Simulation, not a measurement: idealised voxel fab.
Process module name: voxel fin reveal
Pictured: cross-section cut, 245 nm wide, on a grid of 5 nm square cells.
Think of the cross-section as a grid of square cells. We describe it in bands, top to bottom, and each band covers one or more rows of those cells.
Heads up on the band format: heights come first, top then bottom, in nm. After that it's the materials left to right, each with its width in nm. A single material flagged "everywhere" fills the whole band edge to edge, and "air" means there's empty space there.
The level at which height equals 0 is the one under which the wafer, as it arrives, is entirely one material. No lower edge exists for the bottom band, which continues downward and is notated as in "from 0 down".
Width: "30 to 40" (first number = top row, second number = bottom row, same change from row to row of cells).
Step note "nothing got changed" = no cross-section cell changed.
This entry, "Trapped cavities", enumerates those empty regions of no fewer than 8 cells that possess no open connection to the top. Each region is reported in the form width x height at distance, the distance being taken from the left edge, with all three quantities expressed in nm.
Read whatever lies past the settings on a step's line as the simulator's own remark about the step.
"overlay nm", when on a step's line for a step with a mask, measures how far to the right of its planned place the mask lay; a negative measure means to the left.

-- Intended process steps
1. RECEIVE (material Si)
2. CONFORMAL_DEP (material SiN; thk nm 5)
3. MASKED_ETCH (tone cover; mask id FINS; width nm 15; pitch nm 45; etch materials SiN; depth nm 5; overlay nm 0)
4. MASKED_ETCH (tone cover; mask id FINS; width nm 15; pitch nm 45; etch materials Si; depth nm 30; overlay nm 0)
5. OXIDIZE (depth nm 5)
6. FILL_DEP (material SiO2; thk nm 10)
7. CMP (height nm 5)
8. SELECTIVE_ETCH (etch materials SiO2; depth nm 20)
9. STRIP (etch materials SiN)
10. CONFORMAL_DEP (material HfO2; thk nm 5)

-- Here's what the wafer looked like in cross-section when it arrived - that's after step 1
> from 0 down | Si everywhere
> Trapped cavities: none

-- Cross-section at module end, one run error; start and plan unchanged from above
> from 5 to 0 | 70 of air | 15 of HfO2 | 30 of air | 15 of HfO2 | 30 of air | 15 of HfO2 | 70 of air
> from 0 to -10 | 70 of air | 5 of HfO2 | 5 of Si | 5 of HfO2 | 30 of air | 5 of HfO2 | 5 of Si | 5 of HfO2 | 30 of air | 5 of HfO2 | 5 of Si | 5 of HfO2 | 70 of air
> from -10 to -15 | 55 of HfO2 | 15 of air | 5 of HfO2 | 5 of Si | 5 of HfO2 | 30 of air | 5 of HfO2 | 5 of Si | 5 of HfO2 | 30 of air | 5 of HfO2 | 5 of Si | 5 of HfO2 | 15 of air | 55 of HfO2
> from -15 to -20 | 50 of SiO2 | 25 of HfO2 | 5 of Si | 40 of HfO2 | 5 of Si | 40 of HfO2 | 5 of Si | 25 of HfO2 | 50 of SiO2
> from -20 to -35 | 75 of SiO2 | 5 of Si | 40 of SiO2 | 5 of Si | 40 of SiO2 | 5 of Si | 75 of SiO2
> from -35 down | Si everywhere
> Trapped cavities: none
What went wrong in running the wafer? mixed up steps 8 and 9 - ran each in the other's place
